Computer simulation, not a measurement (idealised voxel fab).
The following is a process module called voxel capacitor over wiring.
This is section cut - it's 265 nm across, gridded in 5 nm square cells.
A cross-section is a grid of square cells, given in bands from the top down. A band is one or more rows of cells. Basically the band line says how high the top is and how high the bottom is, in nm, and then what's in it from left to right, every material with its width in nm. Empty space shows up as "blank", and if a single material carries "everywhere" it runs the full band edge to edge. Heights from 0 (as-received wafer is one material below). Bottom band endless downward, as "z 0 and below". Width spec "30 to 40" -> top row of cells at first value, bottom row at second value, equal per-row change in between. A step reported as "no alteration" is a step in which no cell of the cross-section changed. Reported under the label "Completely enclosed voids" are the empty spaces having no open way to the top and comprising 8 cells or more; the notation for each is width x height at distance, in which the distance is measured from the left edge and all three values are in nm. Heads up: the bit after the settings on a step's line is the simulator's remark on that step. overlay nm: right-of-plan distance of the mask on a masked step; negative values mean left-of-plan. Reading guide: pairs of cross-sections, before and after one process step; after view cut off at lowest changed band; step and settings listed under each pair. Pairs may stem from different runs of this module on the same starting wafer; continuity with the pair above only where the "Snapshot before" entry states it.
Snapshot before
- z 75 to 55  90 nm lowk | 5 nm TiN | 5 nm Cu | 5 nm TiN | 160 nm lowk
- z 55 to 50  90 nm SiCN | 15 nm TiN | 160 nm SiCN
- z 50 to 45  70 nm SiCN | 40 nm Ru | 45 nm SiCN | 40 nm Ru | 70 nm SiCN
- z 45 to 35  75 nm lowk | 5 nm TiN | 20 nm W | 5 nm TiN | 55 nm lowk | 5 nm TiN | 20 nm W | 5 nm TiN | 75 nm lowk
- z 35 to 30  75 nm SiN | 30 nm TiN | 55 nm SiN | 30 nm TiN | 75 nm SiN
- z 30 to 0  SiO2 everywhere
- z 0 and below  Si everywhere
- Completely enclosed voids: none
Cut View, Post-Step
- z 85 to 75  TiN everywhere
- Below 75 it's all the same as before, nothing changed down there.
- Completely enclosed voids: none
Step, before to after (see cross-sections above): op DIRECTIONAL_DEP | material TiN | thk nm 10
Snapshot before: after-state, pair directly above.
Cut View, Post-Step
- z 90 to 85  HfO2 everywhere
- Below 85 it's all the same as before, nothing changed down there.
- Completely enclosed voids: none
Step, before to after (see cross-sections above): op DIRECTIONAL_DEP | material HfO2 | thk nm 5
Snapshot before: after-state, pair directly above.
Cut View, Post-Step
- z 95 to 90  TiN everywhere
- Below 90 it's all the same as before, nothing changed down there.
- Completely enclosed voids: none
Step, before to after (see cross-sections above): op DIRECTIONAL_DEP | material TiN | thk nm 5
Snapshot before: after-state, pair directly above.
Cut View, Post-Step
- z 110 to 95  aC everywhere
- Below 95 it's all the same as before, nothing changed down there.
- Completely enclosed voids: none
Step, before to after (see cross-sections above): op DIRECTIONAL_DEP | material aC | thk nm 15
Snapshot before: after-state, pair directly above.
Cut View, Post-Step
- z 145 to 110  90 nm blank | 60 nm resist | 115 nm blank
- Below 110 it's all the same as before, nothing changed down there.
- Completely enclosed voids: none
Step, before to after (see cross-sections above): op PATTERN | tone cover | mask id UPPER_PLATE | material resist | width nm 60 | thk nm 35 | overlay nm 0
Snapshot before: after-state, pair directly above.
Cut View, Post-Step
- z 130 to 110  90 nm blank | 60 nm resist | 115 nm blank
- z 110 to 95  90 nm blank | 60 nm aC | 115 nm blank
- Below 95 it's all the same as before, nothing changed down there.
- Completely enclosed voids: none
Step, before to after (see cross-sections above): op DIRECTIONAL_ETCH | etch materials aC | depth nm 15
Snapshot before: after-state, pair directly above.
Cut View, Post-Step
- z 110 to 95  90 nm blank | 60 nm aC | 115 nm blank
- Below 95 it's all the same as before, nothing changed down there.
- Completely enclosed voids: none
Step, before to after (see cross-sections above): op STRIP | etch materials resist
Snapshot before: after-state, pair directly above.
Cut View, Post-Step
- z 110 to 95  90 nm blank | 60 nm aC | 115 nm blank
- z 95 to 90  90 nm blank | 60 nm TiN | 115 nm blank
- Below 90 it's all the same as before, nothing changed down there.
- Completely enclosed voids: none
Step, before to after (see cross-sections above): op DIRECTIONAL_ETCH | etch materials TiN | depth nm 5
Snapshot before: after-state, pair directly above.
Cut View, Post-Step
- z 110 to 95  90 nm blank | 60 nm aC | 115 nm blank
- z 95 to 90  90 nm blank | 60 nm TiN | 115 nm blank
- z 90 to 85  90 nm blank | 60 nm HfO2 | 115 nm blank
- Below 85 it's all the same as before, nothing changed down there.
- Completely enclosed voids: none
Step, before to after (see cross-sections above): op DIRECTIONAL_ETCH | etch materials HfO2 | depth nm 5
Snapshot before: after-state, pair directly above.
Cut View, Post-Step
- z 95 to 90  90 nm blank | 60 nm TiN | 115 nm blank
- Below 90 it's all the same as before, nothing changed down there.
- Completely enclosed voids: none
Step, before to after (see cross-sections above): op STRIP | etch materials aC
Snapshot before: after-state, pair directly above.
Cut View, Post-Step
- z 95 to 90  90 nm blank | 60 nm TiN | 115 nm blank
- z 90 to 85  90 nm blank | 60 nm HfO2 | 115 nm blank
- z 85 to 75  85 nm blank | 70 nm TiN | 110 nm blank
- Below 75 it's all the same as before, nothing changed down there.
- Completely enclosed voids: none
Step, before to after (see cross-sections above): op MASKED_ETCH | tone cover | mask id LOWER_PLATE | width nm 70 | etch materials TiN | depth nm 10 | overlay nm 0
Snapshot before: after-state, pair directly above.
Cut View, Post-Step
- z 110 to 95  SiO2 everywhere
- z 95 to 90  90 nm SiO2 | 60 nm TiN | 115 nm SiO2
- z 90 to 85  90 nm SiO2 | 60 nm HfO2 | 115 nm SiO2
- z 85 to 75  85 nm SiO2 | 70 nm TiN | 110 nm SiO2
- Below 75 it's all the same as before, nothing changed down there.
- Completely enclosed voids: none
Step, before to after (see cross-sections above): op FILL_DEP | material SiO2 | thk nm 15
Snapshot before: after-state, pair directly above.
Cut View, Post-Step
- z 105 to 95  SiO2 everywhere
- Below 95 it's all the same as before, nothing changed down there.
- Completely enclosed voids: none
Step, before to after (see cross-sections above): op CMP | height nm 105
Snapshot before: after-state, pair directly above.
Cut View, Post-Step
- z 120 to 105  100 nm resist | 15 nm blank | 150 nm resist
- Below 105 it's all the same as before, nothing changed down there.
- Completely enclosed voids: none
Step, before to after (see cross-sections above): op PATTERN | tone open | mask id PLUG_2 | material resist | width nm 15 | thk nm 15 | overlay nm 0
Snapshot before: after-state, pair directly above.
Cut View, Post-Step
- z 120 to 105  100 nm resist | 15 nm blank | 150 nm resist
- z 105 to 95  100 nm SiO2 | 15 nm blank | 150 nm SiO2
- Below 95 it's all the same as before, nothing changed down there.
- Completely enclosed voids: none
Step, before to after (see cross-sections above): op DIRECTIONAL_ETCH | etch materials SiO2 | depth nm 10
Snapshot before: after-state, pair directly above.
Cut View, Post-Step
- z 105 to 95  100 nm SiO2 | 15 nm blank | 150 nm SiO2
- Below 95 it's all the same as before, nothing changed down there.
- Completely enclosed voids: none
Step, before to after (see cross-sections above): op STRIP | etch materials resist
Snapshot before: after-state, pair directly above.
Cut View, Post-Step
- z 110 to 105  105 nm TiN | 5 nm blank | 155 nm TiN
- z 105 to 100  100 nm SiO2 | 5 nm TiN | 5 nm blank | 5 nm TiN | 150 nm SiO2
- z 100 to 90  100 to 90 nm SiO2 | 15 to 60 nm TiN | 150 to 115 nm SiO2
- Below 90 it's all the same as before, nothing changed down there.
- Completely enclosed voids: none
Step, before to after (see cross-sections above): op CONFORMAL_DEP | material TiN | thk nm 5
Snapshot before: after-state, pair directly above.
Cut View, Post-Step
- z 115 to 110  Ru everywhere
- z 110 to 105  105 nm TiN | 5 nm Ru | 155 nm TiN
- z 105 to 100  100 nm SiO2 | 5 nm TiN | 5 nm Ru | 5 nm TiN | 150 nm SiO2
- Below 100 it's all the same as before, nothing changed down there.
- Completely enclosed voids: none
Step, before to after (see cross-sections above): op FILL_DEP | material Ru | thk nm 5
Snapshot before: after-state, pair directly above.
Cut View, Post-Step
- z 105 to 100  100 nm SiO2 | 5 nm TiN | 5 nm Ru | 5 nm TiN | 150 nm SiO2
- Below 100 it's all the same as before, nothing changed down there.
- Completely enclosed voids: none
Step, before to after (see cross-sections above): op CMP | height nm 105
Snapshot before: after-state, pair directly above.
Cut View, Post-Step
- z 110 to 105  SiCN everywhere
- Below 105 it's all the same as before, nothing changed down there.
- Completely enclosed voids: none
Step, before to after (see cross-sections above): op CONFORMAL_DEP | material SiCN | thk nm 5
Snapshot before
- z 15 to 0  SiO2 everywhere
- z 0 and below  Si everywhere
- Completely enclosed voids: none
Cut View, Post-Step
- z 40 to 15  lowk everywhere
- Below 15 it's all the same as before, nothing changed down there.
- Completely enclosed voids: none
Step, before to after (see cross-sections above): op DIRECTIONAL_DEP | material lowk | thk nm 25
Snapshot before: after-state, pair directly above.
Cut View, Post-Step
- z 45 to 40  SiN everywhere
- Below 40 it's all the same as before, nothing changed down there.
- Completely enclosed voids: none
Step, before to after (see cross-sections above): op CONFORMAL_DEP | material SiN | thk nm 5
Snapshot before: after-state, pair directly above.
Cut View, Post-Step
- z 60 to 45  75 nm resist | 30 nm blank | 55 nm resist | 30 nm blank | 75 nm resist
- Below 45 it's all the same as before, nothing changed down there.
- Completely enclosed voids: none
Step, before to after (see cross-sections above): op PATTERN | tone open | mask id METAL_1 | material resist | width nm 30 | pitch nm 85 | thk nm 15 | overlay nm 0
Snapshot before: after-state, pair directly above.
Cut View, Post-Step
- z 60 to 45  75 nm resist | 30 nm blank | 55 nm resist | 30 nm blank | 75 nm resist
- z 45 to 40  75 nm SiN | 30 nm blank | 55 nm SiN | 30 nm blank | 75 nm SiN
- Below 40 it's all the same as before, nothing changed down there.
- Completely enclosed voids: none
Step, before to after (see cross-sections above): op DIRECTIONAL_ETCH | etch materials SiN | depth nm 5
Snapshot before: after-state, pair directly above.
Cut View, Post-Step
- z 45 to 40  75 nm SiN | 30 nm blank | 55 nm SiN | 30 nm blank | 75 nm SiN
- Below 40 it's all the same as before, nothing changed down there.
- Completely enclosed voids: none
Step, before to after (see cross-sections above): op STRIP | etch materials resist
Snapshot before: after-state, pair directly above.
Cut View, Post-Step
- z 50 to 45  80 nm TiN | 20 nm blank | 65 nm TiN | 20 nm blank | 80 nm TiN
- z 45 to 40  75 nm SiN | 30 nm TiN | 55 nm SiN | 30 nm TiN | 75 nm SiN
- Below 40 it's all the same as before, nothing changed down there.
- Completely enclosed voids: none
Step, before to after (see cross-sections above): op CONFORMAL_DEP | material TiN | thk nm 5
Snapshot before: after-state, pair directly above.
Cut View, Post-Step
- z 60 to 50  W everywhere
- z 50 to 45  80 nm TiN | 20 nm W | 65 nm TiN | 20 nm W | 80 nm TiN
- Below 45 it's all the same as before, nothing changed down there.
- Completely enclosed voids: none
Step, before to after (see cross-sections above): op FILL_DEP | material W | thk nm 10
Snapshot before: after-state, pair directly above.
Cut View, Post-Step
- z 45 to 40  75 nm SiN | 30 nm TiN | 55 nm SiN | 30 nm TiN | 75 nm SiN
- Below 40 it's all the same as before, nothing changed down there.
- Completely enclosed voids: none
Step, before to after (see cross-sections above): op CMP | height nm 45
Snapshot before: after-state, pair directly above.
Cut View, Post-Step
- z 50 to 45  70 nm blank | 40 nm Ru | 45 nm blank | 40 nm Ru | 70 nm blank
- Below 45 it's all the same as before, nothing changed down there.
- Completely enclosed voids: none
Step, before to after (see cross-sections above): op EPI | material Ru | thk nm 5
Snapshot before: after-state, pair directly above.
Cut View, Post-Step
- z 55 to 50  SiCN everywhere
- z 50 to 45  70 nm SiCN | 40 nm Ru | 45 nm SiCN | 40 nm Ru | 70 nm SiCN
- Below 45 it's all the same as before, nothing changed down there.
- Completely enclosed voids: none
Step, before to after (see cross-sections above): op FILL_DEP | material SiCN | thk nm 5
Snapshot before: after-state, pair directly above.
Cut View, Post-Step
- z 75 to 55  lowk everywhere
- Below 55 it's all the same as before, nothing changed down there.
- Completely enclosed voids: none
Step, before to after (see cross-sections above): op DIRECTIONAL_DEP | material lowk | thk nm 20
Snapshot before: after-state, pair directly above.
Cut View, Post-Step
- z 75 to 55  90 nm lowk | 15 nm blank | 160 nm lowk
- Below 55 it's all the same as before, nothing changed down there.
- Completely enclosed voids: none
Step, before to after (see cross-sections above): op MASKED_ETCH | tone open | mask id PLUG_1 | width nm 15 | etch materials lowk | depth nm 20 | overlay nm 0
Snapshot before: after-state, pair directly above.
Cut View, Post-Step
- z 75 to 55  90 nm lowk | 15 nm blank | 160 nm lowk
- z 55 to 50  90 nm SiCN | 15 nm blank | 160 nm SiCN
- Below 50 it's all the same as before, nothing changed down there.
- Completely enclosed voids: none
Step, before to after (see cross-sections above): op MASKED_ETCH | tone open | mask id PLUG_1 | width nm 15 | etch materials SiCN | depth nm 5 | overlay nm 0
Snapshot before: after-state, pair directly above.
Cut View, Post-Step
- z 80 to 75  95 nm TiN | 5 nm blank | 165 nm TiN
- z 75 to 55  90 nm lowk | 5 nm TiN | 5 nm blank | 5 nm TiN | 160 nm lowk
- z 55 to 50  90 nm SiCN | 15 nm TiN | 160 nm SiCN
- Below 50 it's all the same as before, nothing changed down there.
- Completely enclosed voids: none
Step, before to after (see cross-sections above): op CONFORMAL_DEP | material TiN | thk nm 5
Snapshot before: after-state, pair directly above.
Cut View, Post-Step
- z 85 to 80  Cu everywhere
- z 80 to 75  95 nm TiN | 5 nm Cu | 165 nm TiN
- z 75 to 55  90 nm lowk | 5 nm TiN | 5 nm Cu | 5 nm TiN | 160 nm lowk
- Below 55 it's all the same as before, nothing changed down there.
- Completely enclosed voids: none
Step, before to after (see cross-sections above): op FILL_DEP | material Cu | thk nm 5
Snapshot before: after-state, pair directly above.
Cut View, Post-Step
- z 75 to 55  90 nm lowk | 5 nm TiN | 5 nm Cu | 5 nm TiN | 160 nm lowk
- Below 55 it's all the same as before, nothing changed down there.
- Completely enclosed voids: none
Step, before to after (see cross-sections above): op CMP | height nm 75
Snapshot before: after-state, pair directly above.
Cut View, Post-Step
- z 85 to 75  TiN everywhere
- Below 75 it's all the same as before, nothing changed down there.
- Completely enclosed voids: none
Step, before to after (see cross-sections above): op DIRECTIONAL_DEP | material TiN | thk nm 10
Snapshot before: after-state, pair directly above.
Cut View, Post-Step
- z 90 to 85  HfO2 everywhere
- Below 85 it's all the same as before, nothing changed down there.
- Completely enclosed voids: none
Step, before to after (see cross-sections above): op DIRECTIONAL_DEP | material HfO2 | thk nm 5
Snapshot before: after-state, pair directly above.
Cut View, Post-Step
- z 95 to 90  TiN everywhere
- Below 90 it's all the same as before, nothing changed down there.
- Completely enclosed voids: none
Step, before to after (see cross-sections above): op DIRECTIONAL_DEP | material TiN | thk nm 5
Snapshot before: after-state, pair directly above.
Cut View, Post-Step
- z 110 to 95  aC everywhere
- Below 95 it's all the same as before, nothing changed down there.
- Completely enclosed voids: none
Step, before to after (see cross-sections above): op DIRECTIONAL_DEP | material aC | thk nm 15
Snapshot before: after-state, pair directly above.
Cut View, Post-Step
- z 145 to 110  90 nm blank | 60 nm resist | 115 nm blank
- Below 110 it's all the same as before, nothing changed down there.
- Completely enclosed voids: none
Step, before to after (see cross-sections above): op PATTERN | tone cover | mask id UPPER_PLATE | material resist | width nm 60 | thk nm 35 | overlay nm 0
Snapshot before: after-state, pair directly above.
Cut View, Post-Step
- z 130 to 110  90 nm blank | 60 nm resist | 115 nm blank
- z 110 to 95  90 nm blank | 60 nm aC | 115 nm blank
- Below 95 it's all the same as before, nothing changed down there.
- Completely enclosed voids: none
Step, before to after (see cross-sections above): op DIRECTIONAL_ETCH | etch materials aC | depth nm 15
Snapshot before: after-state, pair directly above.
Cut View, Post-Step
- z 110 to 95  90 nm blank | 60 nm aC | 115 nm blank
- Below 95 it's all the same as before, nothing changed down there.
- Completely enclosed voids: none
Step, before to after (see cross-sections above): op STRIP | etch materials resist
Snapshot before: after-state, pair directly above.
Cut View, Post-Step
- z 110 to 95  90 nm blank | 60 nm aC | 115 nm blank
- z 95 to 90  90 nm blank | 60 nm TiN | 115 nm blank
- Below 90 it's all the same as before, nothing changed down there.
- Completely enclosed voids: none
Step, before to after (see cross-sections above): op DIRECTIONAL_ETCH | etch materials TiN | depth nm 5
Snapshot before: after-state, pair directly above.
Cut View, Post-Step
- z 110 to 95  90 nm blank | 60 nm aC | 115 nm blank
- z 95 to 90  90 nm blank | 60 nm TiN | 115 nm blank
- z 90 to 85  90 nm blank | 60 nm HfO2 | 115 nm blank
- Below 85 it's all the same as before, nothing changed down there.
- Completely enclosed voids: none
Step, before to after (see cross-sections above): op DIRECTIONAL_ETCH | etch materials HfO2 | depth nm 5
Snapshot before: after-state, pair directly above.
Cut View, Post-Step
- z 95 to 90  90 nm blank | 60 nm TiN | 115 nm blank
- Below 90 it's all the same as before, nothing changed down there.
- Completely enclosed voids: none
Step, before to after (see cross-sections above): op STRIP | etch materials aC
Snapshot before: after-state, pair directly above.
Cut View, Post-Step
- z 95 to 90  90 nm blank | 60 nm TiN | 115 nm blank
- z 90 to 85  90 nm blank | 60 nm HfO2 | 115 nm blank
- z 85 to 75  85 nm blank | 70 nm TiN | 110 nm blank
- Below 75 it's all the same as before, nothing changed down there.
- Completely enclosed voids: none
Step, before to after (see cross-sections above): op MASKED_ETCH | tone cover | mask id LOWER_PLATE | width nm 70 | etch materials TiN | depth nm 10 | overlay nm 0
Snapshot before: after-state, pair directly above.
Cut View, Post-Step
- z 110 to 95  SiO2 everywhere
- z 95 to 90  90 nm SiO2 | 60 nm TiN | 115 nm SiO2
- z 90 to 85  90 nm SiO2 | 60 nm HfO2 | 115 nm SiO2
- z 85 to 75  85 nm SiO2 | 70 nm TiN | 110 nm SiO2
- Below 75 it's all the same as before, nothing changed down there.
- Completely enclosed voids: none
Step, before to after (see cross-sections above): op FILL_DEP | material SiO2 | thk nm 15
Snapshot before: after-state, pair directly above.
Cut View, Post-Step
- z 105 to 95  SiO2 everywhere
- Below 95 it's all the same as before, nothing changed down there.
- Completely enclosed voids: none
Step, before to after (see cross-sections above): op CMP | height nm 105
Snapshot before: after-state, pair directly above.
Cut View, Post-Step
- z 120 to 105  100 nm resist | 15 nm blank | 150 nm resist
- Below 105 it's all the same as before, nothing changed down there.
- Completely enclosed voids: none
Step, before to after (see cross-sections above): op PATTERN | tone open | mask id PLUG_2 | material resist | width nm 15 | thk nm 15 | overlay nm 0
Snapshot before: after-state, pair directly above.
Cut View, Post-Step
- z 120 to 105  100 nm resist | 15 nm blank | 150 nm resist
- z 105 to 95  100 nm SiO2 | 15 nm blank | 150 nm SiO2
- Below 95 it's all the same as before, nothing changed down there.
- Completely enclosed voids: none
Step, before to after (see cross-sections above): op DIRECTIONAL_ETCH | etch materials SiO2 | depth nm 10
Snapshot before: after-state, pair directly above.
Cut View, Post-Step
- z 105 to 95  100 nm SiO2 | 15 nm blank | 150 nm SiO2
- Below 95 it's all the same as before, nothing changed down there.
- Completely enclosed voids: none
Step, before to after (see cross-sections above): op STRIP | etch materials resist
Snapshot before: after-state, pair directly above.
Cut View, Post-Step
- z 110 to 105  105 nm TiN | 5 nm blank | 155 nm TiN
- z 105 to 100  100 nm SiO2 | 5 nm TiN | 5 nm blank | 5 nm TiN | 150 nm SiO2
- z 100 to 90  100 to 90 nm SiO2 | 15 to 60 nm TiN | 150 to 115 nm SiO2
- Below 90 it's all the same as before, nothing changed down there.
- Completely enclosed voids: none
Step, before to after (see cross-sections above): op CONFORMAL_DEP | material TiN | thk nm 5
Snapshot before: after-state, pair directly above.
Cut View, Post-Step
- z 115 to 110  Ru everywhere
- z 110 to 105  105 nm TiN | 5 nm Ru | 155 nm TiN
- z 105 to 100  100 nm SiO2 | 5 nm TiN | 5 nm Ru | 5 nm TiN | 150 nm SiO2
- Below 100 it's all the same as before, nothing changed down there.
- Completely enclosed voids: none
Step, before to after (see cross-sections above): op FILL_DEP | material Ru | thk nm 5
Snapshot before: after-state, pair directly above.
Cut View, Post-Step
- z 105 to 100  100 nm SiO2 | 5 nm TiN | 5 nm Ru | 5 nm TiN | 150 nm SiO2
- Below 100 it's all the same as before, nothing changed down there.
- Completely enclosed voids: none
Step, before to after (see cross-sections above): op CMP | height nm 105
Snapshot before: after-state, pair directly above.
Cut View, Post-Step
- z 110 to 105  SiCN everywhere
- Below 105 it's all the same as before, nothing changed down there.
- Completely enclosed voids: none
Step, before to after (see cross-sections above): op CONFORMAL_DEP | material SiCN | thk nm 5
Snapshot before
- z 105 to 100  100 nm SiO2 | 5 nm TiN | 5 nm Ru | 5 nm TiN | 150 nm SiO2
- z 100 to 90  100 to 90 nm SiO2 | 15 to 60 nm TiN | 150 to 115 nm SiO2
- z 90 to 85  90 nm SiO2 | 60 nm HfO2 | 115 nm SiO2
- z 85 to 75  85 nm SiO2 | 70 nm TiN | 110 nm SiO2
- z 75 to 55  90 nm lowk | 5 nm TiN | 5 nm Cu | 5 nm TiN | 160 nm lowk
- z 55 to 50  90 nm SiCN | 15 nm TiN | 160 nm SiCN
- z 50 to 45  70 nm SiCN | 40 nm Ru | 45 nm SiCN | 40 nm Ru | 70 nm SiCN
- z 45 to 20  75 nm lowk | 5 nm TiN | 20 nm W | 5 nm TiN | 55 nm lowk | 5 nm TiN | 20 nm W | 5 nm TiN | 75 nm lowk
- z 20 to 15  75 nm SiN | 30 nm TiN | 55 nm SiN | 30 nm TiN | 75 nm SiN
- z 15 to 0  SiO2 everywhere
- z 0 and below  Si everywhere
- Completely enclosed voids: none
Cut View, Post-Step
- z 120 to 105  SiCN everywhere
- Below 105 it's all the same as before, nothing changed down there.
- Completely enclosed voids: none
Step, before to after (see cross-sections above): op CONFORMAL_DEP | material SiCN | thk nm 15
Snapshot before
- z 95 to 90  90 nm blank | 60 nm TiN | 115 nm blank
- z 90 to 85  90 nm blank | 60 nm HfO2 | 115 nm blank
- z 85 to 75  TiN everywhere
- z 75 to 55  90 nm lowk | 5 nm TiN | 5 nm Cu | 5 nm TiN | 160 nm lowk
- z 55 to 50  90 nm SiCN | 15 nm TiN | 160 nm SiCN
- z 50 to 45  70 nm SiCN | 40 nm Ru | 45 nm SiCN | 40 nm Ru | 70 nm SiCN
- z 45 to 20  75 nm lowk | 5 nm TiN | 20 nm W | 5 nm TiN | 55 nm lowk | 5 nm TiN | 20 nm W | 5 nm TiN | 75 nm lowk
- z 20 to 15  75 nm SiN | 30 nm TiN | 55 nm SiN | 30 nm TiN | 75 nm SiN
- z 15 to 0  SiO2 everywhere
- z 0 and below  Si everywhere
- Completely enclosed voids: none
Cut View, Post-Step
- z 95 to 90  90 nm blank | 60 nm TiN | 115 nm blank
- z 90 to 85  90 nm blank | 60 nm HfO2 | 115 nm blank
- z 85 to 75  90 nm blank | 65 nm TiN | 110 nm blank
- Below 75 it's all the same as before, nothing changed down there.
- Completely enclosed voids: none
Step, before to after (see cross-sections above): op MASKED_ETCH | tone cover | mask id LOWER_PLATE | width nm 65 | etch materials TiN | depth nm 10 | overlay nm 0
Snapshot before: after-state, pair directly above.
Cut View, Post-Step
- z 110 to 95  SiO2 everywhere
- z 95 to 90  90 nm SiO2 | 60 nm TiN | 115 nm SiO2
- z 90 to 85  90 nm SiO2 | 60 nm HfO2 | 115 nm SiO2
- z 85 to 75  90 nm SiO2 | 65 nm TiN | 110 nm SiO2
- Below 75 it's all the same as before, nothing changed down there.
- Completely enclosed voids: none
Step, before to after (see cross-sections above): op FILL_DEP | material SiO2 | thk nm 15
Snapshot before: after-state, pair directly above.
Cut View, Post-Step
- z 105 to 95  SiO2 everywhere
- Below 95 it's all the same as before, nothing changed down there.
- Completely enclosed voids: none
Step, before to after (see cross-sections above): op CMP | height nm 105
Snapshot before: after-state, pair directly above.
Cut View, Post-Step
- z 120 to 105  100 nm resist | 15 nm blank | 150 nm resist
- Below 105 it's all the same as before, nothing changed down there.
- Completely enclosed voids: none
Step, before to after (see cross-sections above): op PATTERN | tone open | mask id PLUG_2 | material resist | width nm 15 | thk nm 15 | overlay nm 0
Snapshot before: after-state, pair directly above.
Cut View, Post-Step
- z 120 to 105  100 nm resist | 15 nm blank | 150 nm resist
- z 105 to 95  100 nm SiO2 | 15 nm blank | 150 nm SiO2
- Below 95 it's all the same as before, nothing changed down there.
- Completely enclosed voids: none
Step, before to after (see cross-sections above): op DIRECTIONAL_ETCH | etch materials SiO2 | depth nm 10
Snapshot before: after-state, pair directly above.
Cut View, Post-Step
- z 105 to 95  100 nm SiO2 | 15 nm blank | 150 nm SiO2
- Below 95 it's all the same as before, nothing changed down there.
- Completely enclosed voids: none
Step, before to after (see cross-sections above): op STRIP | etch materials resist
Snapshot before: after-state, pair directly above.
Cut View, Post-Step
- z 110 to 105  105 nm TiN | 5 nm blank | 155 nm TiN
- z 105 to 100  100 nm SiO2 | 5 nm TiN | 5 nm blank | 5 nm TiN | 150 nm SiO2
- z 100 to 90  100 to 90 nm SiO2 | 15 to 60 nm TiN | 150 to 115 nm SiO2
- Below 90 it's all the same as before, nothing changed down there.
- Completely enclosed voids: none
Step, before to after (see cross-sections above): op CONFORMAL_DEP | material TiN | thk nm 5
Snapshot before: after-state, pair directly above.
Cut View, Post-Step
- z 115 to 110  Ru everywhere
- z 110 to 105  105 nm TiN | 5 nm Ru | 155 nm TiN
- z 105 to 100  100 nm SiO2 | 5 nm TiN | 5 nm Ru | 5 nm TiN | 150 nm SiO2
- Below 100 it's all the same as before, nothing changed down there.
- Completely enclosed voids: none
Step, before to after (see cross-sections above): op FILL_DEP | material Ru | thk nm 5
Snapshot before: after-state, pair directly above.
Cut View, Post-Step
- z 105 to 100  100 nm SiO2 | 5 nm TiN | 5 nm Ru | 5 nm TiN | 150 nm SiO2
- Below 100 it's all the same as before, nothing changed down there.
- Completely enclosed voids: none
Step, before to after (see cross-sections above): op CMP | height nm 105
Snapshot before: after-state, pair directly above.
Cut View, Post-Step
- z 110 to 105  SiCN everywhere
- Below 105 it's all the same as before, nothing changed down there.
- Completely enclosed voids: none
Step, before to after (see cross-sections above): op CONFORMAL_DEP | material SiCN | thk nm 5
Snapshot before
- z 110 to 95  aC everywhere
- z 95 to 90  TiN everywhere
- z 90 to 85  HfO2 everywhere
- z 85 to 75  TiN everywhere
- z 75 to 55  90 nm lowk | 5 nm TiN | 5 nm Cu | 5 nm TiN | 160 nm lowk
- z 55 to 50  90 nm SiCN | 15 nm TiN | 160 nm SiCN
- z 50 to 45  70 nm SiCN | 40 nm Ru | 45 nm SiCN | 40 nm Ru | 70 nm SiCN
- z 45 to 20  75 nm lowk | 5 nm TiN | 20 nm W | 5 nm TiN | 55 nm lowk | 5 nm TiN | 20 nm W | 5 nm TiN | 75 nm lowk
- z 20 to 15  75 nm SiN | 30 nm TiN | 55 nm SiN | 30 nm TiN | 75 nm SiN
- z 15 to 0  SiO2 everywhere
- z 0 and below  Si everywhere
- Completely enclosed voids: none
Cut View, Post-Step
- z 145 to 110  85 nm blank | 60 nm resist | 120 nm blank
- Below 110 it's all the same as before, nothing changed down there.
- Completely enclosed voids: none
Step, before to after (see cross-sections above): op PATTERN | tone cover | mask id UPPER_PLATE | material resist | width nm 60 | thk nm 35 | overlay nm -5
Snapshot before: after-state, pair directly above.
Cut View, Post-Step
- z 130 to 110  85 nm blank | 60 nm resist | 120 nm blank
- z 110 to 95  85 nm blank | 60 nm aC | 120 nm blank
- Below 95 it's all the same as before, nothing changed down there.
- Completely enclosed voids: none
Step, before to after (see cross-sections above): op DIRECTIONAL_ETCH | etch materials aC | depth nm 15
Snapshot before: after-state, pair directly above.
Cut View, Post-Step
- z 110 to 95  85 nm blank | 60 nm aC | 120 nm blank
- Below 95 it's all the same as before, nothing changed down there.
- Completely enclosed voids: none
Step, before to after (see cross-sections above): op STRIP | etch materials resist
Snapshot before: after-state, pair directly above.
Cut View, Post-Step
- z 110 to 95  85 nm blank | 60 nm aC | 120 nm blank
- z 95 to 90  85 nm blank | 60 nm TiN | 120 nm blank
- Below 90 it's all the same as before, nothing changed down there.
- Completely enclosed voids: none
Step, before to after (see cross-sections above): op DIRECTIONAL_ETCH | etch materials TiN | depth nm 5
Snapshot before: after-state, pair directly above.
Cut View, Post-Step
- z 110 to 95  85 nm blank | 60 nm aC | 120 nm blank
- z 95 to 90  85 nm blank | 60 nm TiN | 120 nm blank
- z 90 to 85  85 nm blank | 60 nm HfO2 | 120 nm blank
- Below 85 it's all the same as before, nothing changed down there.
- Completely enclosed voids: none
Step, before to after (see cross-sections above): op DIRECTIONAL_ETCH | etch materials HfO2 | depth nm 5
Snapshot before: after-state, pair directly above.
Cut View, Post-Step
- z 95 to 90  85 nm blank | 60 nm TiN | 120 nm blank
- Below 90 it's all the same as before, nothing changed down there.
- Completely enclosed voids: none
Step, before to after (see cross-sections above): op STRIP | etch materials aC
Snapshot before: after-state, pair directly above.
Cut View, Post-Step
- z 95 to 90  85 nm blank | 60 nm TiN | 120 nm blank
- z 90 to 85  85 nm blank | 60 nm HfO2 | 120 nm blank
- z 85 to 75  85 nm blank | 70 nm TiN | 110 nm blank
- Below 75 it's all the same as before, nothing changed down there.
- Completely enclosed voids: none
Step, before to after (see cross-sections above): op MASKED_ETCH | tone cover | mask id LOWER_PLATE | width nm 70 | etch materials TiN | depth nm 10 | overlay nm 0
Snapshot before: after-state, pair directly above.
Cut View, Post-Step
- z 110 to 95  SiO2 everywhere
- z 95 to 90  85 nm SiO2 | 60 nm TiN | 120 nm SiO2
- z 90 to 85  85 nm SiO2 | 60 nm HfO2 | 120 nm SiO2
- z 85 to 75  85 nm SiO2 | 70 nm TiN | 110 nm SiO2
- Below 75 it's all the same as before, nothing changed down there.
- Completely enclosed voids: none
Step, before to after (see cross-sections above): op FILL_DEP | material SiO2 | thk nm 15
Snapshot before: after-state, pair directly above.
Cut View, Post-Step
- z 105 to 95  SiO2 everywhere
- Below 95 it's all the same as before, nothing changed down there.
- Completely enclosed voids: none
Step, before to after (see cross-sections above): op CMP | height nm 105
Snapshot before: after-state, pair directly above.
Cut View, Post-Step
- z 120 to 105  100 nm resist | 15 nm blank | 150 nm resist
- Below 105 it's all the same as before, nothing changed down there.
- Completely enclosed voids: none
Step, before to after (see cross-sections above): op PATTERN | tone open | mask id PLUG_2 | material resist | width nm 15 | thk nm 15 | overlay nm 0
Snapshot before: after-state, pair directly above.
Cut View, Post-Step
- z 120 to 105  100 nm resist | 15 nm blank | 150 nm resist
- z 105 to 95  100 nm SiO2 | 15 nm blank | 150 nm SiO2
- Below 95 it's all the same as before, nothing changed down there.
- Completely enclosed voids: none
Step, before to after (see cross-sections above): op DIRECTIONAL_ETCH | etch materials SiO2 | depth nm 10
